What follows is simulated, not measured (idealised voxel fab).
Process module, titled voxel transistor to metal
Square cell edge 5 nm, section width 195 nm, ID cut.
How to read a cross-section here: the picture is a grid of square cells, written as bands going from the top down, and any band can span one or more rows of cells. Top, bottom (nm), then materials left to right with widths (nm); lone material tagged "full width" fills the whole band edge to edge; "air" = empty space. Heights are measured from 0, the level below which the as-received wafer is all one material; the lowest band has no bottom and continues downward, written as in "0..down". Graded width ("30..40"): value in top row of band = first number; value in bottom row = second number; row-to-row change constant. Reading "remained the same" for a step: not a cell of the cross-section changed in it. Entry "Unvented cavities". Content: empty spaces with no open connection to the top, size 8 cells or greater. Each: width x height at distance. Distance: from left edge. Unit: nm. It should be noted that, on the line of a given step, the content following the step's settings is a remark produced by the simulator itself with respect to that step. A step line may carry the setting "overlay nm", which, for steps involving a mask, states the distance by which the mask lay to the right of its intended position; negative values denote displacement to the left.
Below is the list of planned process steps:
1,RECEIVE: material Si
2,CONFORMAL_DEP: material SiO2, thk nm 5
3,CONFORMAL_DEP: material SiN, thk nm 10
4,DIRECTIONAL_DEP: material aC, thk nm 10
5,PATTERN: tone cover, mask id ACTIVE, material resist, width nm 115, thk nm 25, overlay nm 0
6,DIRECTIONAL_ETCH: etch materials aC, depth nm 10
7,STRIP: etch materials resist
8,DIRECTIONAL_ETCH: etch materials SiN, depth nm 10
9,DIRECTIONAL_ETCH: etch materials SiO2, depth nm 5
10,DIRECTIONAL_ETCH: etch materials Si, depth nm 25
11,STRIP: etch materials aC
12,FILL_DEP: material SiO2, thk nm 5
13,CMP: height nm 15
14,SELECTIVE_ETCH: etch materials SiO2, depth nm 10
15,STRIP: etch materials SiN
16,SELECTIVE_ETCH: etch materials SiO2, depth nm 5
17,OXIDIZE: depth nm 5
18,DIRECTIONAL_DEP: material polySi, thk nm 25
19,DIRECTIONAL_DEP: material SiCN, thk nm 15
20,MASKED_ETCH: tone cover, mask id GATE, width nm 25, etch materials SiCN, depth nm 25, overlay nm 0
21,MASKED_ETCH: tone cover, mask id GATE, width nm 25, etch materials polySi, depth nm 35, overlay nm 0
22,CONFORMAL_DEP: material SiO2, thk nm 5
23,DIRECTIONAL_ETCH: etch materials SiO2, depth nm 5
24,CONFORMAL_DEP: material SiN, thk nm 10
25,DIRECTIONAL_ETCH: etch materials SiN, depth nm 10
26,DIRECTIONAL_ETCH: etch materials SiO2, depth nm 5
27,DIRECTIONAL_ETCH: etch materials Si, depth nm 5
28,EPI: material SiGe, thk nm 10
29,FILL_DEP: material SiO2, thk nm 5
30,CMP: height nm 25
31,STRIP: etch materials polySi
32,SELECTIVE_ETCH: etch materials SiO2, depth nm 5
33,CONFORMAL_DEP: material HfO2, thk nm 5
34,CONFORMAL_DEP: material TiN, thk nm 5
35,FILL_DEP: material W, thk nm 5
36,CMP: height nm 20
37,DIRECTIONAL_DEP: material SiO2, thk nm 10
38,MASKED_ETCH: tone open, mask id CONTACT, width nm 20, pitch nm 75, etch materials SiO2, depth nm 30, overlay nm 0
39,CONFORMAL_DEP: material TiN, thk nm 5
40,FILL_DEP: material W, thk nm 5
41,CMP: height nm 30
42,CONFORMAL_DEP: material SiCN, thk nm 5
43,DIRECTIONAL_DEP: material SiO2, thk nm 15
44,DIRECTIONAL_DEP: material aC, thk nm 15
45,PATTERN: tone open, mask id METAL_1, material resist, width nm 20, pitch nm 75, thk nm 30, overlay nm 0
46,DIRECTIONAL_ETCH: etch materials aC, depth nm 5
47,STRIP: etch materials resist
48,DIRECTIONAL_ETCH: etch materials SiO2, depth nm 15
49,DIRECTIONAL_ETCH: etch materials SiCN, depth nm 5
50,STRIP: etch materials aC
51,CONFORMAL_DEP: material TiN, thk nm 5
52,FILL_DEP: material Ru, thk nm 5
53,CMP: height nm 50
54,CONFORMAL_DEP: material SiN, thk nm 5
varied across the wafers: depth nm of step 46. The plan shows the first wafer's value. All wafers start alike
The first of several wafers in cross-section, exactly as it reached us after step 1:
- 0..down: Si full width
- Unvented cavities: none
Note: the following table is arranged by wafer, a row apiece. Each row reports the end-of-module state: per material, cells gained (+) or cells lost (-) compared with the wafer as received; closed voids follow:
depth nm 5 | +15 HfO2 | -115 Si | +39 SiCN | +30 SiGe | +55 SiN | +341 SiO2 | +39 TiN | +25 W | Unvented cavities: none
depth nm 10 | +15 HfO2 | -115 Si | +39 SiCN | +30 SiGe | +55 SiN | +341 SiO2 | +39 TiN | +25 W | Unvented cavities: none
depth nm 15 | +15 HfO2 | +12 Ru | -115 Si | +31 SiCN | +30 SiGe | +55 SiN | +317 SiO2 | +59 TiN | +25 W | Unvented cavities: none
depth nm 20 | +15 HfO2 | +12 Ru | -115 Si | +31 SiCN | +30 SiGe | +55 SiN | +317 SiO2 | +59 TiN | +25 W | Unvented cavities: none
depth nm 25 | +15 HfO2 | +12 Ru | -115 Si | +31 SiCN | +30 SiGe | +55 SiN | +317 SiO2 | +59 TiN | +25 W | Unvented cavities: none
depth nm 30 | +15 HfO2 | +12 Ru | -115 Si | +31 SiCN | +30 SiGe | +55 SiN | +317 SiO2 | +59 TiN | +25 W | Unvented cavities: none
